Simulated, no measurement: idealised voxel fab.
The following is a process module called voxel self aligned contacts.
Cross-section cut: width 185 nm, square cells of 5 nm.
Cross-section spec: square-cell grid; bands listed top down; each band is one or more rows.
Basically the band line says how high the top is and how high the bottom is, in nm, and then what's in it from left to right, every material with its width in nm. Empty space shows up as "empty", and if a single material carries "everywhere" it runs the full band edge to edge.
Basically, 0 is our baseline, since under it the wafer straight out of the box is all one material. The bottom band has no lower end and keeps on going down, so it looks like "top 0, no bottom".
A two-number width, for instance "30->40", indicates that the width is equal to the first number in the top row of the band and to the second number in the bottom row, and that it changes by a constant amount per row of cells.
Step note "identical to before" = no cross-section cell changed.
The entry titled "Voids, sealed" provides the empty spaces that have no open way to the top, restricted to those of 8 cells or more. Each is presented as width x height at distance, the distance being measured from the left edge, with all three in nm.
The remark found on a step's line after its settings is issued by the simulator itself and pertains to that step.
A step's line can hold "overlay nm"; with a mask on that step, the setting says how far right of the planned place the mask lay, while a negative setting says it lay to the left.

These are the steps we planned for the process:
1 RECEIVE [material Si]
2 CONFORMAL_DEP [material SiO2] [thk nm 5]
3 DIRECTIONAL_DEP [material polySi] [thk nm 25]
4 DIRECTIONAL_DEP [material SiN] [thk nm 25]
5 DIRECTIONAL_DEP [material aC] [thk nm 15]
6 PATTERN [tone cover] [mask id GATE] [material resist] [width nm 35] [pitch nm 70] [thk nm 30] [overlay nm 0]
7 DIRECTIONAL_ETCH [etch materials aC] [depth nm 15]
8 STRIP [etch materials resist]
9 DIRECTIONAL_ETCH [etch materials SiN] [depth nm 25]
10 DIRECTIONAL_ETCH [etch materials polySi] [depth nm 25]
11 STRIP [etch materials aC]
12 CONFORMAL_DEP [material SiN] [thk nm 10]
13 DIRECTIONAL_ETCH [etch materials SiN] [depth nm 10]
14 FILL_DEP [material SiO2] [thk nm 10]
15 CMP [height nm 60]
16 PATTERN [tone open] [mask id CONTACT] [material resist] [width nm 55] [thk nm 20] [overlay nm 0]
17 DIRECTIONAL_ETCH [etch materials SiO2] [depth nm 60]
18 STRIP [etch materials resist]
19 CONFORMAL_DEP [material TiN] [thk nm 5]
20 FILL_DEP [material W] [thk nm 5]
21 CMP [height nm 60]
22 CONFORMAL_DEP [material SiCN] [thk nm 5]

Step 1 complete: cross-section of the wafer as received:
- top 0, no bottom  Si everywhere
- Voids, sealed: none

Cross-sectional image of the first of two wafers at the end of the module, the run having proceeded as planned:
- top 65, bottom 60  SiCN everywhere
- top 60, bottom 55  65 SiO2 / 25 TiN / 5 W / 25 TiN / 65 SiO2
- top 55, bottom 30  30 SiO2 / 55 SiN / 5 TiN / 5 W / 5 TiN / 55 SiN / 30 SiO2
- top 30, bottom 5  30 SiO2 / 10 SiN / 35 polySi / 10 SiN / 5 TiN / 5 W / 5 TiN / 10 SiN / 35 polySi / 10 SiN / 30 SiO2
- top 5, bottom 0  85 SiO2 / 15 TiN / 85 SiO2
- top 0, no bottom  Si everywhere
- Voids, sealed: none

Second of two wafers, module complete, sectioned: it shares the first wafer's start and plan but was run with one mistake:
- top 65, bottom 60  SiCN everywhere
- top 60, bottom 55  60 SiO2 / 30 TiN / 5 W / 30 TiN / 60 SiO2
- top 55, bottom 30  30 SiO2 / 55 SiN / 5 TiN / 5 W / 5 TiN / 55 SiN / 30 SiO2
- top 30, bottom 5  30 SiO2 / 10 SiN / 35 polySi / 10 SiN / 5 TiN / 5 W / 5 TiN / 10 SiN / 35 polySi / 10 SiN / 30 SiO2
- top 5, bottom 0  85 SiO2 / 15 TiN / 85 SiO2
- top 0, no bottom  Si everywhere
- Voids, sealed: none
what went wrong: step 16 was not run as planned; what actually ran was PATTERN [tone open] [mask id CONTACT] [material resist] [width nm 65] [thk nm 20] [overlay nm 0]
Materials where the second wafer ends with more or fewer cells than the first: 2 fewer of SiO2; 2 more of TiN
